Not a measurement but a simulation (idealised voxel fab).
Name of the process module below: voxel transistor to metal
The cross-section on display is named cut; it measures 210 nm wide, and its cells are 5 nm squares.
Reading order for cross-sections: top band down to bottom band. Underlying form: a grid of square cells. Band size: one or more rows of cells. Per band: top height and bottom height in nm, followed by the left-to-right materials and their widths in nm; "all across" marks a single material spanning edge to edge, "air" marks empty space. Height datum 0, below which the as-received substrate wafer is one material. Lowest band open at the bottom, running downward: "0..down". The two numbers in a width such as "30..40" mark its ends across the band: the first belongs to the top row of cells, the second to the bottom row, and from each row to the next the width moves by the same amount. No cell of the cross-section changed in a step that is given as "remains unaltered". Empty spaces counting at least 8 cells and having no open way to the top are listed in "Catalogued sealed voids". The notation width x height at distance is used for each, the distance being from the left edge and all three values in nm. Read whatever lies past the settings on a step's line as the simulator's own remark about the step. A step's line can hold "overlay nm"; with a mask on that step, the setting says how far right of the planned place the mask lay, while a negative setting says it lay to the left. Guide to the pairs. Each holds a before and an after cross-section around one process step; the after cross-section is cut off at the lowest band that changed. Look under the pair for the step between them and its settings. Pairs can come from different runs of this module on the same starting wafer, so a pair follows on from the one above it only where its entry headed "Before the process" says it does.

Before the process:
  0..down  Si all across
  Catalogued sealed voids: none

Result of Step:
  0..-5  SiO2 all across
  Everything under -5 stays put, no change at all.
  Catalogued sealed voids: none
What was done to get from the upper cross-section to the lower one? OXIDIZE: depth nm 5

Before the process: This step starts from the configuration shown after the step in the pair immediately above.

Result of Step:
  10..0  SiN all across
  Everything under 0 stays put, no change at all.
  Catalogued sealed voids: none
What was done to get from the upper cross-section to the lower one? CONFORMAL_DEP: material SiN, thk nm 10

Before the process: This step starts from the configuration shown after the step in the pair immediately above.

Result of Step:
  30..10  air 50, resist 110, air 50
  Everything under 10 stays put, no change at all.
  Catalogued sealed voids: none
What was done to get from the upper cross-section to the lower one? PATTERN: tone cover, mask id ACTIVE, material resist, width nm 110, thk nm 20, overlay nm 0

Before the process: This step starts from the configuration shown after the step in the pair immediately above.

Result of Step:
  30..10  air 50, resist 110, air 50
  10..0  air 50, SiN 110, air 50
  Everything under 0 stays put, no change at all.
  Catalogued sealed voids: none
What was done to get from the upper cross-section to the lower one? DIRECTIONAL_ETCH: etch materials SiN, depth nm 10

Before the process: This step starts from the configuration shown after the step in the pair immediately above.

Result of Step:
  30..10  air 50, resist 110, air 50
  10..0  air 50, SiN 110, air 50
  0..-5  air 50, SiO2 110, air 50
  Everything under -5 stays put, no change at all.
  Catalogued sealed voids: none
What was done to get from the upper cross-section to the lower one? DIRECTIONAL_ETCH: etch materials SiO2, depth nm 5

Before the process: This step starts from the configuration shown after the step in the pair immediately above.

Result of Step:
  30..10  air 50, resist 110, air 50
  10..0  air 50, SiN 110, air 50
  0..-5  air 50, SiO2 110, air 50
  -5..-35  air 50, Si 110, air 50
  Everything under -35 stays put, no change at all.
  Catalogued sealed voids: none
What was done to get from the upper cross-section to the lower one? DIRECTIONAL_ETCH: etch materials Si, depth nm 30

Before the process: This step starts from the configuration shown after the step in the pair immediately above.

Result of Step:
  10..0  air 50, SiN 110, air 50
  Everything under 0 stays put, no change at all.
  Catalogued sealed voids: none
What was done to get from the upper cross-section to the lower one? STRIP: etch materials resist

Before the process: This step starts from the configuration shown after the step in the pair immediately above.

Result of Step:
  10..0  air 50, SiN 110, air 50
  0..-5  air 50, SiO2 110, air 50
  -5..-35  air 50, SiO2 5, Si 100, SiO2 5, air 50
  -35..-40  SiO2 55, Si 100, SiO2 55
  Everything under -40 stays put, no change at all.
  Catalogued sealed voids: none
What was done to get from the upper cross-section to the lower one? OXIDIZE: depth nm 5

Before the process: This step starts from the configuration shown after the step in the pair immediately above.

Result of Step:
  20..10  SiO2 all across
  10..0  SiO2 50, SiN 110, SiO2 50
  0..-5  SiO2 all across
  -5..-40  SiO2 55, Si 100, SiO2 55
  Everything under -40 stays put, no change at all.
  Catalogued sealed voids: none
What was done to get from the upper cross-section to the lower one? FILL_DEP: material SiO2, thk nm 10

Before the process: This step starts from the configuration shown after the step in the pair immediately above.

Result of Step:
  10..0  SiO2 50, SiN 110, SiO2 50
  Everything under 0 stays put, no change at all.
  Catalogued sealed voids: none
What was done to get from the upper cross-section to the lower one? CMP: height nm 10

Before the process: This step starts from the configuration shown after the step in the pair immediately above.

Result of Step:
  10..5  air 50, SiN 110, air 50
  Everything under 5 stays put, no change at all.
  Catalogued sealed voids: none
What was done to get from the upper cross-section to the lower one? SELECTIVE_ETCH: etch materials SiO2, depth nm 5

Before the process: This step starts from the configuration shown after the step in the pair immediately above.

Result of Step:
  5..0  SiO2 50, air 110, SiO2 50
  Everything under 0 stays put, no change at all.
  Catalogued sealed voids: none
What was done to get from the upper cross-section to the lower one? STRIP: etch materials SiN

Before the process: This step starts from the configuration shown after the step in the pair immediately above.

Result of Step:
  0..-5  SiO2 45, air 120, SiO2 45
  Everything under -5 stays put, no change at all.
  Catalogued sealed voids: none
What was done to get from the upper cross-section to the lower one? SELECTIVE_ETCH: etch materials SiO2, depth nm 5

Before the process: This step starts from the configuration shown after the step in the pair immediately above.

Result of Step:
  0..-5  SiO2 45, air 120, SiO2 45
  -5..-10  SiO2 all across
  Everything under -10 stays put, no change at all.
  Catalogued sealed voids: none
What was done to get from the upper cross-section to the lower one? OXIDIZE: depth nm 5

Before the process: This step starts from the configuration shown after the step in the pair immediately above.

Result of Step:
  20..15  polySi 45, air 120, polySi 45
  15..0  polySi all across
  0..-5  SiO2 45, polySi 120, SiO2 45
  Everything under -5 stays put, no change at all.
  Catalogued sealed voids: none
What was done to get from the upper cross-section to the lower one? DIRECTIONAL_DEP: material polySi, thk nm 20

Before the process: This step starts from the configuration shown after the step in the pair immediately above.

Result of Step:
  30..25  SiCN 45, air 120, SiCN 45
  25..20  SiCN all across
  20..15  polySi 45, SiCN 120, polySi 45
  Everything under 15 stays put, no change at all.
  Catalogued sealed voids: none
What was done to get from the upper cross-section to the lower one? DIRECTIONAL_DEP: material SiCN, thk nm 10

Before the process: This step starts from the configuration shown after the step in the pair immediately above.

Result of Step:
  25..20  air 90, SiCN 30, air 90
  20..15  polySi 45, air 45, SiCN 30, air 45, polySi 45
  Everything under 15 stays put, no change at all.
  Catalogued sealed voids: none
What was done to get from the upper cross-section to the lower one? MASKED_ETCH: tone cover, mask id GATE, width nm 30, etch materials SiCN, depth nm 20, overlay nm 0

Before the process: This step starts from the configuration shown after the step in the pair immediately above.

Result of Step:
  25..15  air 90, SiCN 30, air 90
  15..0  air 90, polySi 30, air 90
  0..-5  SiO2 45, air 45, polySi 30, air 45, SiO2 45
  Everything under -5 stays put, no change at all.
  Catalogued sealed voids: none
What was done to get from the upper cross-section to the lower one? MASKED_ETCH: tone cover, mask id GATE, width nm 30, etch materials polySi, depth nm 30, overlay nm 0

Before the process: This step starts from the configuration shown after the step in the pair immediately above.

Result of Step:
  30..25  air 85, SiN 40, air 85
  25..15  air 85, SiN 5, SiCN 30, SiN 5, air 85
  15..5  air 85, SiN 5, polySi 30, SiN 5, air 85
  5..0  SiN 50, air 35, SiN 5, polySi 30, SiN 5, air 35, SiN 50
  0..-5  SiO2 45, SiN 45, polySi 30, SiN 45, SiO2 45
  Everything under -5 stays put, no change at all.
  Catalogued sealed voids: none
What was done to get from the upper cross-section to the lower one? CONFORMAL_DEP: material SiN, thk nm 5

Before the process: This step starts from the configuration shown after the step in the pair immediately above.

Result of Step:
  25..15  air 85, SiN 5, SiCN 30, SiN 5, air 85
  15..0  air 85, SiN 5, polySi 30, SiN 5, air 85
  0..-5  SiO2 45, SiN 5, air 35, SiN 5, polySi 30, SiN 5, air 35, SiN 5, SiO2 45
  Everything under -5 stays put, no change at all.
  Catalogued sealed voids: none
What was done to get from the upper cross-section to the lower one? DIRECTIONAL_ETCH: etch materials SiN, depth nm 5

Before the process: This step starts from the configuration shown after the step in the pair immediately above.

Result of Step:
  25..15  air 85, SiN 5, SiCN 30, SiN 5, air 85
  15..0  air 85, SiN 5, polySi 30, SiN 5, air 85
  0..-5  air 45, SiN 5, air 35, SiN 5, polySi 30, SiN 5, air 35, SiN 5, air 45
  -5..-10  SiO2 50, air 35, SiO2 40, air 35, SiO2 50
  Everything under -10 stays put, no change at all.
  Catalogued sealed voids: none
What was done to get from the upper cross-section to the lower one? DIRECTIONAL_ETCH: etch materials SiO2, depth nm 5

Before the process: This step starts from the configuration shown after the step in the pair immediately above.

Result of Step:
  25..15  air 85, SiN 5, SiCN 30, SiN 5, air 85
  15..0  air 85, SiN 5, polySi 30, SiN 5, air 85
  0..-5  air 45, SiN 5, air 35, SiN 5, polySi 30, SiN 5, air 35, SiN 5, air 45
  -5..-10  SiO2 50, air 35, SiO2 40, air 35, SiO2 50
  -10..-25  SiO2 55, air 30, Si 40, air 30, SiO2 55
  Everything under -25 stays put, no change at all.
  Catalogued sealed voids: none
What was done to get from the upper cross-section to the lower one? DIRECTIONAL_ETCH: etch materials Si, depth nm 15

Before the process: This step starts from the configuration shown after the step in the pair immediately above.

Result of Step:
  25..15  air 85, SiN 5, SiCN 30, SiN 5, air 85
  15..10  air 85, SiN 5, polySi 30, SiN 5, air 85
  10..0  air 65, pSi 20, SiN 5, polySi 30, SiN 5, pSi 20, air 65
  0..-5  air 45, SiN 5, air 15, pSi 20, SiN 5, polySi 30, SiN 5, pSi 20, air 15, SiN 5, air 45
  -5..-10  SiO2 50, pSi 35, SiO2 40, pSi 35, SiO2 50
  -10..-25  SiO2 55, pSi 30, Si 40, pSi 30, SiO2 55
  Everything under -25 stays put, no change at all.
  Catalogued sealed voids: none
What was done to get from the upper cross-section to the lower one? EPI: material pSi, thk nm 20

Before the process: This step starts from the configuration shown after the step in the pair immediately above.

Result of Step:
  35..25  SiO2 all across
  25..15  SiO2 85, SiN 5, SiCN 30, SiN 5, SiO2 85
  15..10  SiO2 85, SiN 5, polySi 30, SiN 5, SiO2 85
  10..0  SiO2 65, pSi 20, SiN 5, polySi 30, SiN 5, pSi 20, SiO2 65
  0..-5  SiO2 45, SiN 5, SiO2 15, pSi 20, SiN 5, polySi 30, SiN 5, pSi 20, SiO2 15, SiN 5, SiO2 45
  Everything under -5 stays put, no change at all.
  Catalogued sealed voids: none
What was done to get from the upper cross-section to the lower one? FILL_DEP: material SiO2, thk nm 10

Before the process: This step starts from the configuration shown after the step in the pair immediately above.

Result of Step:
  15..10  SiO2 85, SiN 5, polySi 30, SiN 5, SiO2 85
  Everything under 10 stays put, no change at all.
  Catalogued sealed voids: none
What was done to get from the upper cross-section to the lower one? CMP: height nm 15

Before the process: This step starts from the configuration shown after the step in the pair immediately above.

Result of Step:
  15..10  SiO2 85, SiN 5, air 30, SiN 5, SiO2 85
  10..0  SiO2 65, pSi 20, SiN 5, air 30, SiN 5, pSi 20, SiO2 65
  0..-5  SiO2 45, SiN 5, SiO2 15, pSi 20, SiN 5, air 30, SiN 5, pSi 20, SiO2 15, SiN 5, SiO2 45
  Everything under -5 stays put, no change at all.
  Catalogued sealed voids: none
What was done to get from the upper cross-section to the lower one? STRIP: etch materials polySi

Before the process: This step starts from the configuration shown after the step in the pair immediately above.

Result of Step:
  15..10  air 85, SiN 5, air 30, SiN 5, air 85
  10..0  SiO2 65, pSi 20, SiN 5, air 30, SiN 5, pSi 20, SiO2 65
  0..-5  SiO2 45, SiN 5, SiO2 15, pSi 20, SiN 5, air 30, SiN 5, pSi 20, SiO2 15, SiN 5, SiO2 45
  -5..-10  SiO2 50, pSi 35, air 40, pSi 35, SiO2 50
  Everything under -10 stays put, no change at all.
  Catalogued sealed voids: none
What was done to get from the upper cross-section to the lower one? SELECTIVE_ETCH: etch materials SiO2, depth nm 5

Before the process: This step starts from the configuration shown after the step in the pair immediately above.

Result of Step:
  20..15  air 80, HfO2 15, air 20, HfO2 15, air 80
  15..10  HfO2 85, SiN 5, HfO2 5, air 20, HfO2 5, SiN 5, HfO2 85
  10..0  SiO2 65, pSi 20, SiN 5, HfO2 5, air 20, HfO2 5, SiN 5, pSi 20, SiO2 65
  0..-5  SiO2 45, SiN 5, SiO2 15, pSi 20, SiN 5, HfO2 5, air 20, HfO2 5, SiN 5, pSi 20, SiO2 15, SiN 5, SiO2 45
  -5..-10  SiO2 50, pSi 35, HfO2 40, pSi 35, SiO2 50
  Everything under -10 stays put, no change at all.
  Catalogued sealed voids: none
What was done to get from the upper cross-section to the lower one? CONFORMAL_DEP: material HfO2, thk nm 5

Before the process: This step starts from the configuration shown after the step in the pair immediately above.

Result of Step:
  25..20  air 75, TiN 25, air 10, TiN 25, air 75
  20..15  TiN 80, HfO2 15, TiN 5, air 10, TiN 5, HfO2 15, TiN 80
  15..10  HfO2 85, SiN 5, HfO2 5, TiN 5, air 10, TiN 5, HfO2 5, SiN 5, HfO2 85
  10..0  SiO2 65, pSi 20, SiN 5, HfO2 5, TiN 5, air 10, TiN 5, HfO2 5, SiN 5, pSi 20, SiO2 65
  0..-5  SiO2 45, SiN 5, SiO2 15, pSi 20, SiN 5, HfO2 5, TiN 20, HfO2 5, SiN 5, pSi 20, SiO2 15, SiN 5, SiO2 45
  Everything under -5 stays put, no change at all.
  Catalogued sealed voids: none
What was done to get from the upper cross-section to the lower one? CONFORMAL_DEP: material TiN, thk nm 5

Before the process: This step starts from the configuration shown after the step in the pair immediately above.

Result of Step:
  35..25  W all across
  25..20  W 75, TiN 25, W 10, TiN 25, W 75
  20..15  TiN 80, HfO2 15, TiN 5, W 10, TiN 5, HfO2 15, TiN 80
  15..10  HfO2 85, SiN 5, HfO2 5, TiN 5, W 10, TiN 5, HfO2 5, SiN 5, HfO2 85
  10..0  SiO2 65, pSi 20, SiN 5, HfO2 5, TiN 5, W 10, TiN 5, HfO2 5, SiN 5, pSi 20, SiO2 65
  Everything under 0 stays put, no change at all.
  Catalogued sealed voids: none
What was done to get from the upper cross-section to the lower one? FILL_DEP: material W, thk nm 10

Before the process: This step starts from the configuration shown after the step in the pair immediately above.

Result of Step:
  10..0  SiO2 65, pSi 20, SiN 5, HfO2 5, TiN 5, W 10, TiN 5, HfO2 5, SiN 5, pSi 20, SiO2 65
  Everything under 0 stays put, no change at all.
  Catalogued sealed voids: none
What was done to get from the upper cross-section to the lower one? CMP: height nm 10

Before the process: This step starts from the configuration shown after the step in the pair immediately above.

Result of Step:
  25..10  SiO2 all across
  Everything under 10 stays put, no change at all.
  Catalogued sealed voids: none
What was done to get from the upper cross-section to the lower one? DIRECTIONAL_DEP: material SiO2, thk nm 15

Before the process: This step starts from the configuration shown after the step in the pair immediately above.

Result of Step:
  25..10  SiO2 60, air 15, SiO2 60, air 15, SiO2 60
  10..0  SiO2 60, air 5, pSi 20, SiN 5, HfO2 5, TiN 5, W 10, TiN 5, HfO2 5, SiN 5, pSi 20, air 5, SiO2 60
  0..-5  SiO2 45, SiN 5, SiO2 10, air 5, pSi 20, SiN 5, HfO2 5, TiN 20, HfO2 5, SiN 5, pSi 20, air 5, SiO2 10, SiN 5, SiO2 45
  Everything under -5 stays put, no change at all.
  Catalogued sealed voids: none
What was done to get from the upper cross-section to the lower one? MASKED_ETCH: tone open, mask id CONTACT, width nm 15, pitch nm 75, etch materials SiO2, depth nm 30, overlay nm 0

Before the process: This step starts from the configuration shown after the step in the pair immediately above.

Result of Step:
  30..25  TiN 65, air 5, TiN 70, air 5, TiN 65
  25..15  SiO2 60, TiN 5, air 5, TiN 5, SiO2 60, TiN 5, air 5, TiN 5, SiO2 60
  15..10  SiO2 60, TiN 15, SiO2 60, TiN 15, SiO2 60
  10..0  SiO2 60, TiN 5, pSi 20, SiN 5, HfO2 5, TiN 5, W 10, TiN 5, HfO2 5, SiN 5, pSi 20, TiN 5, SiO2 60
  0..-5  SiO2 45, SiN 5, SiO2 10, TiN 5, pSi 20, SiN 5, HfO2 5, TiN 20, HfO2 5, SiN 5, pSi 20, TiN 5, SiO2 10, SiN 5, SiO2 45
  Everything under -5 stays put, no change at all.
  Catalogued sealed voids: none
What was done to get from the upper cross-section to the lower one? CONFORMAL_DEP: material TiN, thk nm 5

Before the process: This step starts from the configuration shown after the step in the pair immediately above.

Result of Step:
  35..30  Ru all across
  30..25  TiN 65, Ru 5, TiN 70, Ru 5, TiN 65
  25..15  SiO2 60, TiN 5, Ru 5, TiN 5, SiO2 60, TiN 5, Ru 5, TiN 5, SiO2 60
  Everything under 15 stays put, no change at all.
  Catalogued sealed voids: none
What was done to get from the upper cross-section to the lower one? FILL_DEP: material Ru, thk nm 5

Before the process: This step starts from the configuration shown after the step in the pair immediately above.

Result of Step:
  25..15  SiO2 60, TiN 5, Ru 5, TiN 5, SiO2 60, TiN 5, Ru 5, TiN 5, SiO2 60
  Everything under 15 stays put, no change at all.
  Catalogued sealed voids: none
What was done to get from the upper cross-section to the lower one? CMP: height nm 25

Before the process: This step starts from the configuration shown after the step in the pair immediately above.

Result of Step:
  30..25  TiN all across
  Everything under 25 stays put, no change at all.
  Catalogued sealed voids: none
What was done to get from the upper cross-section to the lower one? DIRECTIONAL_DEP: material TiN, thk nm 5

Before the process: This step starts from the configuration shown after the step in the pair immediately above.

Result of Step:
  50..30  Ru all across
  Everything under 30 stays put, no change at all.
  Catalogued sealed voids: none
What was done to get from the upper cross-section to the lower one? DIRECTIONAL_DEP: material Ru, thk nm 20

Before the process: This step starts from the configuration shown after the step in the pair immediately above.

Result of Step:
  65..50  aC all across
  Everything under 50 stays put, no change at all.
  Catalogued sealed voids: none
What was done to get from the upper cross-section to the lower one? DIRECTIONAL_DEP: material aC, thk nm 15

Before the process: This step starts from the configuration shown after the step in the pair immediately above.

Result of Step:
  100..65  air 60, resist 15, air 60, resist 15, air 60
  Everything under 65 stays put, no change at all.
  Catalogued sealed voids: none
What was done to get from the upper cross-section to the lower one? PATTERN: tone cover, mask id METAL_1, material resist, width nm 15, pitch nm 75, thk nm 35, overlay nm 0

Before the process: This step starts from the configuration shown after the step in the pair immediately above.

Result of Step:
  85..65  air 60, resist 15, air 60, resist 15, air 60
  65..50  air 60, aC 15, air 60, aC 15, air 60
  Everything under 50 stays put, no change at all.
  Catalogued sealed voids: none
What was done to get from the upper cross-section to the lower one? DIRECTIONAL_ETCH: etch materials aC, depth nm 15

Before the process: This step starts from the configuration shown after the step in the pair immediately above.

Result of Step:
  65..50  air 60, aC 15, air 60, aC 15, air 60
  Everything under 50 stays put, no change at all.
  Catalogued sealed voids: none
What was done to get from the upper cross-section to the lower one? STRIP: etch materials resist

Before the process: This step starts from the configuration shown after the step in the pair immediately above.

Result of Step:
  65..50  air 60, aC 15, air 60, aC 15, air 60
  50..30  air 60, Ru 15, air 60, Ru 15, air 60
  Everything under 30 stays put, no change at all.
  Catalogued sealed voids: none
What was done to get from the upper cross-section to the lower one? DIRECTIONAL_ETCH: etch materials Ru, depth nm 20

Before the process: This step starts from the configuration shown after the step in the pair immediately above.

Result of Step:
  65..50  air 60, aC 15, air 60, aC 15, air 60
  50..30  air 60, Ru 15, air 60, Ru 15, air 60
  30..25  air 60, TiN 15, air 60, TiN 15, air 60
  Everything under 25 stays put, no change at all.
  Catalogued sealed voids: none
What was done to get from the upper cross-section to the lower one? DIRECTIONAL_ETCH: etch materials TiN, depth nm 5

Before the process: This step starts from the configuration shown after the step in the pair immediately above.

Result of Step:
  50..30  air 60, Ru 15, air 60, Ru 15, air 60
  Everything under 30 stays put, no change at all.
  Catalogued sealed voids: none
What was done to get from the upper cross-section to the lower one? STRIP: etch materials aC

Before the process: This step starts from the configuration shown after the step in the pair immediately above.

Result of Step:
  55..50  lowk all across
  50..30  lowk 60, Ru 15, lowk 60, Ru 15, lowk 60
  30..25  lowk 60, TiN 15, lowk 60, TiN 15, lowk 60
  Everything under 25 stays put, no change at all.
  Catalogued sealed voids: none
What was done to get from the upper cross-section to the lower one? FILL_DEP: material lowk, thk nm 5

Before the process: This step starts from the configuration shown after the step in the pair immediately above.

Result of Step:
  50..30  lowk 60, Ru 15, lowk 60, Ru 15, lowk 60
  Everything under 30 stays put, no change at all.
  Catalogued sealed voids: none
What was done to get from the upper cross-section to the lower one? CMP: height nm 50

Before the process: This step starts from the configuration shown after the step in the pair immediately above.

Result of Step:
  55..50  SiN all across
  Everything under 50 stays put, no change at all.
  Catalogued sealed voids: none
What was done to get from the upper cross-section to the lower one? CONFORMAL_DEP: material SiN, thk nm 5

Before the process:
  35..25  W all across
  25..20  W 75, TiN 25, W 10, TiN 25, W 75
  20..15  TiN 80, HfO2 15, TiN 5, W 10, TiN 5, HfO2 15, TiN 80
  15..10  HfO2 85, SiN 5, HfO2 5, TiN 5, W 10, TiN 5, HfO2 5, SiN 5, HfO2 85
  10..0  SiO2 65, pSi 20, SiN 5, HfO2 5, TiN 5, W 10, TiN 5, HfO2 5, SiN 5, pSi 20, SiO2 65
  0..-5  SiO2 45, SiN 5, SiO2 15, pSi 20, SiN 5, HfO2 5, TiN 20, HfO2 5, SiN 5, pSi 20, SiO2 15, SiN 5, SiO2 45
  -5..-10  SiO2 50, pSi 35, HfO2 40, pSi 35, SiO2 50
  -10..-25  SiO2 55, pSi 30, Si 40, pSi 30, SiO2 55
  -25..-40  SiO2 55, Si 100, SiO2 55
  -40..down  Si all across
  Catalogued sealed voids: none

Result of Step:
  50..35  SiO2 all across
  Everything under 35 stays put, no change at all.
  Catalogued sealed voids: none
What was done to get from the upper cross-section to the lower one? DIRECTIONAL_DEP: material SiO2, thk nm 15

Before the process: This step starts from the configuration shown after the step in the pair immediately above.

Result of Step:
  50..35  SiO2 60, air 15, SiO2 60, air 15, SiO2 60
  Everything under 35 stays put, no change at all.
  Catalogued sealed voids: none
What was done to get from the upper cross-section to the lower one? MASKED_ETCH: tone open, mask id CONTACT, width nm 15, pitch nm 75, etch materials SiO2, depth nm 30, overlay nm 0

Before the process: This step starts from the configuration shown after the step in the pair immediately above.

Result of Step:
  55..50  TiN 65, air 5, TiN 70, air 5, TiN 65
  50..40  SiO2 60, TiN 5, air 5, TiN 5, SiO2 60, TiN 5, air 5, TiN 5, SiO2 60
  40..35  SiO2 60, TiN 15, SiO2 60, TiN 15, SiO2 60
  Everything under 35 stays put, no change at all.
  Catalogued sealed voids: none
What was done to get from the upper cross-section to the lower one? CONFORMAL_DEP: material TiN, thk nm 5

Before the process: This step starts from the configuration shown after the step in the pair immediately above.

Result of Step:
  60..55  Ru all across
  55..50  TiN 65, Ru 5, TiN 70, Ru 5, TiN 65
  50..40  SiO2 60, TiN 5, Ru 5, TiN 5, SiO2 60, TiN 5, Ru 5, TiN 5, SiO2 60
  Everything under 40 stays put, no change at all.
  Catalogued sealed voids: none
What was done to get from the upper cross-section to the lower one? FILL_DEP: material Ru, thk nm 5

Before the process: This step starts from the configuration shown after the step in the pair immediately above.

Result of Step:
  25..20  W 75, TiN 25, W 10, TiN 25, W 75
  Everything under 20 stays put, no change at all.
  Catalogued sealed voids: none
What was done to get from the upper cross-section to the lower one? CMP: height nm 25

Before the process: This step starts from the configuration shown after the step in the pair immediately above.

Result of Step:
  30..25  TiN all across
  Everything under 25 stays put, no change at all.
  Catalogued sealed voids: none
What was done to get from the upper cross-section to the lower one? DIRECTIONAL_DEP: material TiN, thk nm 5

Before the process: This step starts from the configuration shown after the step in the pair immediately above.

Result of Step:
  50..30  Ru all across
  Everything under 30 stays put, no change at all.
  Catalogued sealed voids: none
What was done to get from the upper cross-section to the lower one? DIRECTIONAL_DEP: material Ru, thk nm 20

Before the process: This step starts from the configuration shown after the step in the pair immediately above.

Result of Step:
  65..50  aC all across
  Everything under 50 stays put, no change at all.
  Catalogued sealed voids: none
What was done to get from the upper cross-section to the lower one? DIRECTIONAL_DEP: material aC, thk nm 15

Before the process: This step starts from the configuration shown after the step in the pair immediately above.

Result of Step:
  100..65  air 60, resist 15, air 60, resist 15, air 60
  Everything under 65 stays put, no change at all.
  Catalogued sealed voids: none
What was done to get from the upper cross-section to the lower one? PATTERN: tone cover, mask id METAL_1, material resist, width nm 15, pitch nm 75, thk nm 35, overlay nm 0

Before the process: This step starts from the configuration shown after the step in the pair immediately above.

Result of Step:
  85..65  air 60, resist 15, air 60, resist 15, air 60
  65..50  air 60, aC 15, air 60, aC 15, air 60
  Everything under 50 stays put, no change at all.
  Catalogued sealed voids: none
What was done to get from the upper cross-section to the lower one? DIRECTIONAL_ETCH: etch materials aC, depth nm 15

Before the process: This step starts from the configuration shown after the step in the pair immediately above.

Result of Step:
  65..50  air 60, aC 15, air 60, aC 15, air 60
  Everything under 50 stays put, no change at all.
  Catalogued sealed voids: none
What was done to get from the upper cross-section to the lower one? STRIP: etch materials resist

Before the process: This step starts from the configuration shown after the step in the pair immediately above.

Result of Step:
  65..50  air 60, aC 15, air 60, aC 15, air 60
  50..30  air 60, Ru 15, air 60, Ru 15, air 60
  Everything under 30 stays put, no change at all.
  Catalogued sealed voids: none
What was done to get from the upper cross-section to the lower one? DIRECTIONAL_ETCH: etch materials Ru, depth nm 20

Before the process: This step starts from the configuration shown after the step in the pair immediately above.

Result of Step:
  65..50  air 60, aC 15, air 60, aC 15, air 60
  50..30  air 60, Ru 15, air 60, Ru 15, air 60
  30..25  air 60, TiN 15, air 60, TiN 15, air 60
  Everything under 25 stays put, no change at all.
  Catalogued sealed voids: none
What was done to get from the upper cross-section to the lower one? DIRECTIONAL_ETCH: etch materials TiN, depth nm 5

Before the process: This step starts from the configuration shown after the step in the pair immediately above.

Result of Step:
  50..30  air 60, Ru 15, air 60, Ru 15, air 60
  Everything under 30 stays put, no change at all.
  Catalogued sealed voids: none
What was done to get from the upper cross-section to the lower one? STRIP: etch materials aC

Before the process: This step starts from the configuration shown after the step in the pair immediately above.

Result of Step:
  55..50  lowk all across
  50..30  lowk 60, Ru 15, lowk 60, Ru 15, lowk 60
  30..25  lowk 60, TiN 15, lowk 60, TiN 15, lowk 60
  Everything under 25 stays put, no change at all.
  Catalogued sealed voids: none
What was done to get from the upper cross-section to the lower one? FILL_DEP: material lowk, thk nm 5

Before the process: This step starts from the configuration shown after the step in the pair immediately above.

Result of Step:
  50..30  lowk 60, Ru 15, lowk 60, Ru 15, lowk 60
  Everything under 30 stays put, no change at all.
  Catalogued sealed voids: none
What was done to get from the upper cross-section to the lower one? CMP: height nm 50

Before the process: This step starts from the configuration shown after the step in the pair immediately above.

Result of Step:
  55..50  SiN all across
  Everything under 50 stays put, no change at all.
  Catalogued sealed voids: none
What was done to get from the upper cross-section to the lower one? CONFORMAL_DEP: material SiN, thk nm 5

Before the process:
  30..10  air 50, resist 110, air 50
  10..0  air 50, SiN 110, air 50
  0..-5  air 50, SiO2 110, air 50
  -5..-35  air 50, Si 110, air 50
  -35..down  Si all across
  Catalogued sealed voids: none

Result of Step:
  30..10  air 50, resist 110, air 50
  10..0  air 50, SiN 110, air 50
  0..-5  air 50, SiO2 110, air 50
  -5..-65  air 50, Si 110, air 50
  Everything under -65 stays put, no change at all.
  Catalogued sealed voids: none
What was done to get from the upper cross-section to the lower one? DIRECTIONAL_ETCH: etch materials Si, depth nm 30

Before the process: This step starts from the configuration shown after the step in the pair immediately above.

Result of Step:
  10..0  air 50, SiN 110, air 50
  Everything under 0 stays put, no change at all.
  Catalogued sealed voids: none
What was done to get from the upper cross-section to the lower one? STRIP: etch materials resist

Before the process: This step starts from the configuration shown after the step in the pair immediately above.

Result of Step:
  10..0  air 50, SiN 110, air 50
  0..-5  air 50, SiO2 110, air 50
  -5..-65  air 50, SiO2 5, Si 100, SiO2 5, air 50
  -65..-70  SiO2 55, Si 100, SiO2 55
  Everything under -70 stays put, no change at all.
  Catalogued sealed voids: none
What was done to get from the upper cross-section to the lower one? OXIDIZE: depth nm 5

Before the process: This step starts from the configuration shown after the step in the pair immediately above.

Result of Step:
  20..10  SiO2 all across
  10..0  SiO2 50, SiN 110, SiO2 50
  0..-5  SiO2 all across
  -5..-70  SiO2 55, Si 100, SiO2 55
  Everything under -70 stays put, no change at all.
  Catalogued sealed voids: none
What was done to get from the upper cross-section to the lower one? FILL_DEP: material SiO2, thk nm 10

Before the process: This step starts from the configuration shown after the step in the pair immediately above.

Result of Step:
  10..0  SiO2 50, SiN 110, SiO2 50
  Everything under 0 stays put, no change at all.
  Catalogued sealed voids: none
What was done to get from the upper cross-section to the lower one? CMP: height nm 10

Before the process: This step starts from the configuration shown after the step in the pair immediately above.

Result of Step:
  10..5  air 50, SiN 110, air 50
  Everything under 5 stays put, no change at all.
  Catalogued sealed voids: none
What was done to get from the upper cross-section to the lower one? SELECTIVE_ETCH: etch materials SiO2, depth nm 5

Before the process: This step starts from the configuration shown after the step in the pair immediately above.

Result of Step:
  5..0  SiO2 50, air 110, SiO2 50
  Everything under 0 stays put, no change at all.
  Catalogued sealed voids: none
What was done to get from the upper cross-section to the lower one? STRIP: etch materials SiN

Before the process: This step starts from the configuration shown after the step in the pair immediately above.

Result of Step:
  0..-5  SiO2 45, air 120, SiO2 45
  Everything under -5 stays put, no change at all.
  Catalogued sealed voids: none
What was done to get from the upper cross-section to the lower one? SELECTIVE_ETCH: etch materials SiO2, depth nm 5

Before the process: This step starts from the configuration shown after the step in the pair immediately above.

Result of Step:
  0..-5  SiO2 45, air 120, SiO2 45
  -5..-10  SiO2 all across
  Everything under -10 stays put, no change at all.
  Catalogued sealed voids: none
What was done to get from the upper cross-section to the lower one? OXIDIZE: depth nm 5

Before the process: This step starts from the configuration shown after the step in the pair immediately above.

Result of Step:
  20..15  polySi 45, air 120, polySi 45
  15..0  polySi all across
  0..-5  SiO2 45, polySi 120, SiO2 45
  Everything under -5 stays put, no change at all.
  Catalogued sealed voids: none
What was done to get from the upper cross-section to the lower one? DIRECTIONAL_DEP: material polySi, thk nm 20

Before the process: This step starts from the configuration shown after the step in the pair immediately above.

Result of Step:
  30..25  SiCN 45, air 120, SiCN 45
  25..20  SiCN all across
  20..15  polySi 45, SiCN 120, polySi 45
  Everything under 15 stays put, no change at all.
  Catalogued sealed voids: none
What was done to get from the upper cross-section to the lower one? DIRECTIONAL_DEP: material SiCN, thk nm 10
